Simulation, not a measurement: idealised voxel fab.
process module | voxel ribs on slabs
cross-section cut | 210 nm wide | cells 5 nm
A cross-section is a grid of square cells, given in bands from the top down. A band is one or more rows of cells.
Each band's line starts with the height of the band's top and of its bottom, in nm. Then come its materials from left to right, each with its width in nm. One material with "throughout" fills the band from edge to edge. "air" is empty space.
Height 0 is the level under which the wafer as received is all one material. The lowest band goes on downwards, as in "0 down".
A width such as "30 to 40" changes by the same amount from each row of cells to the next, from the band's top row to its bottom row.
"no change" after a step means that no cell of the cross-section changed.
closed voids: empty space of 8 cells or more with no open way to the top, each as width x height at its distance from the left edge, in nm
after a step's settings: what the simulator itself notes on the step
overlay nm, on a step with a mask: how far to the right of its planned place the mask lay; to the left if negative
plan
1 op RECEIVE | material Si
2 op DIRECTIONAL_DEP | material SiO2 | thk nm 20
3 op DIRECTIONAL_DEP | material SiN | thk nm 20
4 op PATTERN | tone cover | mask id RIB | material resist | width nm 30 | thk nm 20 | overlay nm 0
5 op DIRECTIONAL_ETCH | etch materials SiN | depth nm 15
6 op STRIP | etch materials resist
7 op PATTERN | tone cover | mask id SLAB | material resist | width nm 90 | thk nm 20 | overlay nm 0
8 op DIRECTIONAL_ETCH | etch materials SiN | depth nm 5
9 op STRIP | etch materials resist
10 op FILL_DEP | material SiO2 | thk nm 15
11 op CMP | height nm 50
12 op DIRECTIONAL_DEP | material W | thk nm 5
13 op PATTERN | tone cover | mask id HEATER | material resist | width nm 40 | thk nm 20 | overlay nm 0
14 op DIRECTIONAL_ETCH | etch materials W | depth nm 5
15 op STRIP | etch materials resist
16 op CONFORMAL_DEP | material SiN | thk nm 5
as received, after step 1
  0 down: Si throughout
  closed voids: none
first wafer at the end, as planned
  60 to 55: air 80 | SiN 50 | air 80
  55 to 50: SiN 85 | W 40 | SiN 85
  50 to 40: SiO2 throughout
  40 to 25: SiO2 90 | SiN 30 | SiO2 90
  25 to 20: SiO2 60 | SiN 90 | SiO2 60
  20 to 0: SiO2 throughout
  0 down: Si throughout
  closed voids: none
second wafer at the end: like start, like plan, one mistake
  60 to 55: air 80 | SiN 50 | air 80
  55 to 50: SiN 85 | W 40 | SiN 85
  50 to 40: SiO2 throughout
  40 to 25: SiO2 90 | SiN 30 | SiO2 90
  25 to 20: SiO2 65 | SiN 80 | SiO2 65
  20 to 0: SiO2 throughout
  0 down: Si throughout
  closed voids: none
what went wrong: step 7 ran as: op PATTERN | tone cover | mask id SLAB | material resist | width nm 80 | thk nm 20 | overlay nm 0
at the end the second wafer has, in cells: 2 fewer of SiN | 2 more of SiO2
